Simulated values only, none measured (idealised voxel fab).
process module | voxel trench capacitor
cross-section cut | 280 nm wide | cells 5 nm
A cross-section is a grid of square cells, given in bands from the top down. A band is one or more rows of cells.
Each band's line starts with the height of the band's top and of its bottom, in nm. Then come its materials from left to right, each with its width in nm. One material with "throughout" fills the band from edge to edge. "air" is empty space.
Height 0 is the level under which the wafer as received is all one material. The lowest band goes on downwards, as in "0 down".
A width such as "30 to 40" changes by the same amount from each row of cells to the next, from the band's top row to its bottom row.
"no change" after a step means that no cell of the cross-section changed.
closed voids: empty space of 8 cells or more with no open way to the top, each as width x height at its distance from the left edge, in nm
after a step's settings: what the simulator itself notes on the step
overlay nm, on a step with a mask: how far to the right of its planned place the mask lay; to the left if negative
plan
1 op RECEIVE | material Si
2 op CONFORMAL_DEP | material SiN | thk nm 10
3 op PATTERN | tone open | mask id TRENCH | material resist | width nm 25 | pitch nm 45 | thk nm 15 | overlay nm 0
4 op DIRECTIONAL_ETCH | etch materials SiN | depth nm 10
5 op DIRECTIONAL_ETCH | etch materials Si | depth nm 35
6 op STRIP | etch materials resist
7 op CONFORMAL_DEP | material Al2O3 | thk nm 5
8 op FILL_DEP | material polySi | thk nm 10
9 op CMP | height nm 10
as received, after step 1
  0 down: Si throughout
  closed voids: none
first wafer at the end, as planned
  10 to 0: SiN 60 | Al2O3 5 | polySi 15 | Al2O3 5 | SiN 20 | Al2O3 5 | polySi 15 | Al2O3 5 | SiN 20 | Al2O3 5 | polySi 15 | Al2O3 5 | SiN 20 | Al2O3 5 | polySi 15 | Al2O3 5 | SiN 60
  0 to -30: Si 60 | Al2O3 5 | polySi 15 | Al2O3 5 | Si 20 | Al2O3 5 | polySi 15 | Al2O3 5 | Si 20 | Al2O3 5 | polySi 15 | Al2O3 5 | Si 20 | Al2O3 5 | polySi 15 | Al2O3 5 | Si 60
  -30 to -35: Si 60 | Al2O3 25 | Si 20 | Al2O3 25 | Si 20 | Al2O3 25 | Si 20 | Al2O3 25 | Si 60
  -35 down: Si throughout
  closed voids: none
second wafer at the end: like start, like plan, one mistake
  25 to 15: polySi throughout
  15 to 10: Al2O3 65 | polySi 15 | Al2O3 30 | polySi 15 | Al2O3 30 | polySi 15 | Al2O3 30 | polySi 15 | Al2O3 65
  10 to 0: SiN 60 | Al2O3 5 | polySi 15 | Al2O3 5 | SiN 20 | Al2O3 5 | polySi 15 | Al2O3 5 | SiN 20 | Al2O3 5 | polySi 15 | Al2O3 5 | SiN 20 | Al2O3 5 | polySi 15 | Al2O3 5 | SiN 60
  0 to -30: Si 60 | Al2O3 5 | polySi 15 | Al2O3 5 | Si 20 | Al2O3 5 | polySi 15 | Al2O3 5 | Si 20 | Al2O3 5 | polySi 15 | Al2O3 5 | Si 20 | Al2O3 5 | polySi 15 | Al2O3 5 | Si 60
  -30 to -35: Si 60 | Al2O3 25 | Si 20 | Al2O3 25 | Si 20 | Al2O3 25 | Si 20 | Al2O3 25 | Si 60
  -35 down: Si throughout
  closed voids: none
what went wrong: step 9 was left out
at the end the second wafer has, in cells: 44 more of Al2O3 | 124 more of polySi
